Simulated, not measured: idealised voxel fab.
process module | voxel self aligned vias
cross-section cut | 230 nm wide | cells 5 nm
A cross-section is a grid of square cells, given in bands from the top down. A band is one or more rows of cells.
Each band's line starts with the height of the band's top and of its bottom, in nm. Then come its materials from left to right, each with its width in nm. One material with "throughout" fills the band from edge to edge. "air" is empty space.
Height 0 is the level under which the wafer as received is all one material. The lowest band goes on downwards, as in "0 down".
A width such as "30 to 40" changes by the same amount from each row of cells to the next, from the band's top row to its bottom row.
"no change" after a step means that no cell of the cross-section changed.
closed voids: empty space of 8 cells or more with no open way to the top, each as width x height at its distance from the left edge, in nm
after a step's settings: what the simulator itself notes on the step
overlay nm, on a step with a mask: how far to the right of its planned place the mask lay; to the left if negative
plan
1 op RECEIVE | material Si
2 op CONFORMAL_DEP | material SiO2 | thk nm 10
3 op CONFORMAL_DEP | material SiCN | thk nm 5
4 op DIRECTIONAL_DEP | material SiO2 | thk nm 30
5 op DIRECTIONAL_DEP | material aC | thk nm 10
6 op PATTERN | tone open | mask id LINES | material resist | width nm 20 | pitch nm 55 | thk nm 30 | overlay nm -15
7 op DIRECTIONAL_ETCH | etch materials aC | depth nm 10
8 op STRIP | etch materials resist
9 op DIRECTIONAL_ETCH | etch materials SiO2 | depth nm 30
10 op STRIP | etch materials aC
11 op CONFORMAL_DEP | material TiN | thk nm 5
12 op FILL_DEP | material Ru | thk nm 5
13 op CMP | height nm 45
14 op SELECTIVE_ETCH | etch materials W Ru TiN | depth nm 10
15 op FILL_DEP | material SiN | thk nm 10
16 op CMP | height nm 45
17 op DIRECTIONAL_DEP | material SiO2 | thk nm 20
18 op PATTERN | tone open | mask id VIAS | material resist | width nm 40 | pitch nm 110 | thk nm 20 | overlay nm 0
19 op DIRECTIONAL_ETCH | etch materials SiO2 | depth nm 20
20 op DIRECTIONAL_ETCH | etch materials SiN | depth nm 10
21 op STRIP | etch materials resist
22 op CONFORMAL_DEP | material TiN | thk nm 5
23 op FILL_DEP | material Cu | thk nm 10
24 op CMP | height nm 65
25 op CONFORMAL_DEP | material SiN | thk nm 5
varied across the wafers: overlay nm of step 6. The plan shows the first wafer's value. All wafers start alike
first wafer as received, after step 1
  0 down: Si throughout
  closed voids: none
each wafer at the end: cells of each material gained (+) or lost (-) since it was received, then its closed voids
overlay nm -15 | +40 Cu | +18 Ru | +46 SiCN | +58 SiN | +416 SiO2 | +66 TiN | closed voids: none
overlay nm -10 | +44 Cu | +18 Ru | +46 SiCN | +54 SiN | +416 SiO2 | +66 TiN | closed voids: none
overlay nm -5 | +44 Cu | +18 Ru | +46 SiCN | +54 SiN | +416 SiO2 | +66 TiN | closed voids: none
overlay nm 0 | +44 Cu | +18 Ru | +46 SiCN | +54 SiN | +416 SiO2 | +66 TiN | closed voids: none
overlay nm 5 | +44 Cu | +18 Ru | +46 SiCN | +54 SiN | +416 SiO2 | +66 TiN | closed voids: none
overlay nm 10 | +44 Cu | +18 Ru | +46 SiCN | +54 SiN | +416 SiO2 | +66 TiN | closed voids: none
overlay nm 15 | +40 Cu | +18 Ru | +46 SiCN | +58 SiN | +416 SiO2 | +66 TiN | closed voids: none
